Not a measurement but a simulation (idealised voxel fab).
The process module that follows is named voxel spacer lines.
Cross-sectional view cut (width: 280 nm; square cell size: 5 nm).
Cross-section = grid of square cells, listed top down in bands; band = one or more rows. First you get the band's top height and its bottom height, in nm, and then the materials it's made of, left to right, with each width in nm. If you see a single material with "full width", that one covers the band edge to edge. "empty" is empty space. Height 0 is the level under which the wafer as received is all one material. The lowest band goes on downwards, as in "0 down". Width "30 to 40": first value at the band's top row of cells, second value at its bottom row, equal change from row to row. What does "remained unchanged" mean for a step? It means no cell of the cross-section changed in that step. So "Voids, sealed" is basically the list of trapped voids: any empty space of 8 cells or more that can't reach the top through an opening. They're written width x height at distance, the distance being from the left edge, and it's all nm. Note: text after step settings on the step line = simulator remark on that step. overlay nm: for a step with a mask, the amount by which the mask lay right of where it was planned; a negative amount means left of it.

The process steps that were planned are listed below:
step 1: RECEIVE with material Si
step 2: CONFORMAL_DEP with material Al2O3, thk nm 10
step 3: DIRECTIONAL_DEP with material SiN, thk nm 10
step 4: DIRECTIONAL_DEP with material aC, thk nm 20
step 5: PATTERN with tone cover, mask id MANDREL, material resist, width nm 25, pitch nm 70, thk nm 30, overlay nm 0
step 6: DIRECTIONAL_ETCH with etch materials aC, depth nm 20
step 7: STRIP with etch materials resist
step 8: CONFORMAL_DEP with material SiO2, thk nm 10
step 9: DIRECTIONAL_ETCH with etch materials SiO2, depth nm 10
step 10: STRIP with etch materials aC
step 11: DIRECTIONAL_ETCH with etch materials SiN, depth nm 10
step 12: STRIP with etch materials SiO2

Incoming wafer, cross-sectional view, post step 1:
* 0 down  Si full width
* Voids, sealed: none

The first of two wafers, cross-sectioned at the end of the module, with the run proceeding as planned:
* 20 to 10  45 of empty / 10 of SiN / 25 of empty / 10 of SiN / 25 of empty / 10 of SiN / 25 of empty / 10 of SiN / 25 of empty / 10 of SiN / 25 of empty / 10 of SiN / 50 of empty
* 10 to 0  Al2O3 full width
* 0 down  Si full width
* Voids, sealed: none

Cross-sectional view of the second of two wafers upon completion of the module. This wafer shared its starting condition and process plan with the first; one error was made during its execution:
* 20 to 10  50 of empty / 5 of SiN / 25 of empty / 5 of SiN / 35 of empty / 5 of SiN / 25 of empty / 5 of SiN / 35 of empty / 5 of SiN / 25 of empty / 5 of SiN / 55 of empty
* 10 to 0  Al2O3 full width
* 0 down  Si full width
* Voids, sealed: none
Processing error: rather than as planned, step 8 actually ran as CONFORMAL_DEP with material SiO2, thk nm 5
Final tally in cells, some materials are higher or lower on the second wafer than on the first: 12 fewer of SiN
